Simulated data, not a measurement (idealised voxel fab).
process module | voxel double patterning
cross-section cut | 215 nm wide | cells 5 nm
A cross-section is a grid of square cells, given in bands from the top down. A band is one or more rows of cells.
Each band's line starts with the height of the band's top and of its bottom, in nm. Then come its materials from left to right, each with its width in nm. One material with "throughout" fills the band from edge to edge. "air" is empty space.
Height 0 is the level under which the wafer as received is all one material. The lowest band goes on downwards, as in "0 down".
A width such as "30 to 40" changes by the same amount from each row of cells to the next, from the band's top row to its bottom row.
"no change" after a step means that no cell of the cross-section changed.
closed voids: empty space of 8 cells or more with no open way to the top, each as width x height at its distance from the left edge, in nm
after a step's settings: what the simulator itself notes on the step
overlay nm, on a step with a mask: how far to the right of its planned place the mask lay; to the left if negative
plan
1 op RECEIVE | material Si
2 op CONFORMAL_DEP | material SiO2 | thk nm 10
3 op DIRECTIONAL_DEP | material polySi | thk nm 10
4 op DIRECTIONAL_DEP | material SiN | thk nm 5
5 op DIRECTIONAL_DEP | material aC | thk nm 15
6 op PATTERN | tone open | mask id FIRST | material resist | width nm 15 | pitch nm 50 | thk nm 30 | overlay nm 0
7 op DIRECTIONAL_ETCH | etch materials aC | depth nm 15
8 op STRIP | etch materials resist
9 op DIRECTIONAL_ETCH | etch materials SiN | depth nm 5
10 op STRIP | etch materials aC
11 op MASKED_ETCH | tone open | mask id SECOND | width nm 15 | etch materials SiN | depth nm 5 | overlay nm 0
12 op DIRECTIONAL_ETCH | etch materials polySi | depth nm 10
13 op STRIP | etch materials SiN
first wafer, as planned
as received, after step 1
  0 down: Si throughout
  closed voids: none
after step 2
  10 to 0: SiO2 throughout
  below 0: unchanged
after step 3
  20 to 10: polySi throughout
  below 10: unchanged
after step 4
  25 to 20: SiN throughout
  below 20: unchanged
after step 5
  40 to 25: aC throughout
  below 25: unchanged
after step 6
  70 to 40: resist 75 | air 15 | resist 35 | air 15 | resist 75
  below 40: unchanged
after step 7
  55 to 40: resist 75 | air 15 | resist 35 | air 15 | resist 75
  40 to 25: aC 75 | air 15 | aC 35 | air 15 | aC 75
  below 25: unchanged
after step 8
  40 to 25: aC 75 | air 15 | aC 35 | air 15 | aC 75
  below 25: unchanged
after step 9
  40 to 25: aC 75 | air 15 | aC 35 | air 15 | aC 75
  25 to 20: SiN 75 | air 15 | SiN 35 | air 15 | SiN 75
  below 20: unchanged
after step 10
  25 to 20: SiN 75 | air 15 | SiN 35 | air 15 | SiN 75
  below 20: unchanged
after step 11
  25 to 20: SiN 75 | air 15 | SiN 10 | air 15 | SiN 10 | air 15 | SiN 75
  below 20: unchanged
after step 12
  25 to 20: SiN 75 | air 15 | SiN 10 | air 15 | SiN 10 | air 15 | SiN 75
  20 to 10: polySi 75 | air 15 | polySi 10 | air 15 | polySi 10 | air 15 | polySi 75
  below 10: unchanged
after step 13
  20 to 10: polySi 75 | air 15 | polySi 10 | air 15 | polySi 10 | air 15 | polySi 75
  below 10: unchanged
second wafer: like start, like plan, one mistake. Through step 1 it matches the first wafer
when step 2 should have ended
  10 to 0: polySi throughout
  below 0: unchanged
when step 3 should have ended
  20 to 10: SiO2 throughout
  below 10: unchanged
when step 4 should have ended
  25 to 20: SiN throughout
  below 20: unchanged
when step 5 should have ended
  40 to 25: aC throughout
  below 25: unchanged
when step 6 should have ended
  70 to 40: resist 75 | air 15 | resist 35 | air 15 | resist 75
  below 40: unchanged
when step 7 should have ended
  55 to 40: resist 75 | air 15 | resist 35 | air 15 | resist 75
  40 to 25: aC 75 | air 15 | aC 35 | air 15 | aC 75
  below 25: unchanged
when step 8 should have ended
  40 to 25: aC 75 | air 15 | aC 35 | air 15 | aC 75
  below 25: unchanged
when step 9 should have ended
  40 to 25: aC 75 | air 15 | aC 35 | air 15 | aC 75
  25 to 20: SiN 75 | air 15 | SiN 35 | air 15 | SiN 75
  below 20: unchanged
when step 10 should have ended
  25 to 20: SiN 75 | air 15 | SiN 35 | air 15 | SiN 75
  below 20: unchanged
when step 11 should have ended
  25 to 20: SiN 75 | air 15 | SiN 10 | air 15 | SiN 10 | air 15 | SiN 75
  below 20: unchanged
when step 12 should have ended: no change
when step 13 should have ended
  20 to 10: SiO2 throughout
  below 10: unchanged
what went wrong: steps 2 and 3 were swapped
at the end the second wafer has, in cells: 18 more of polySi
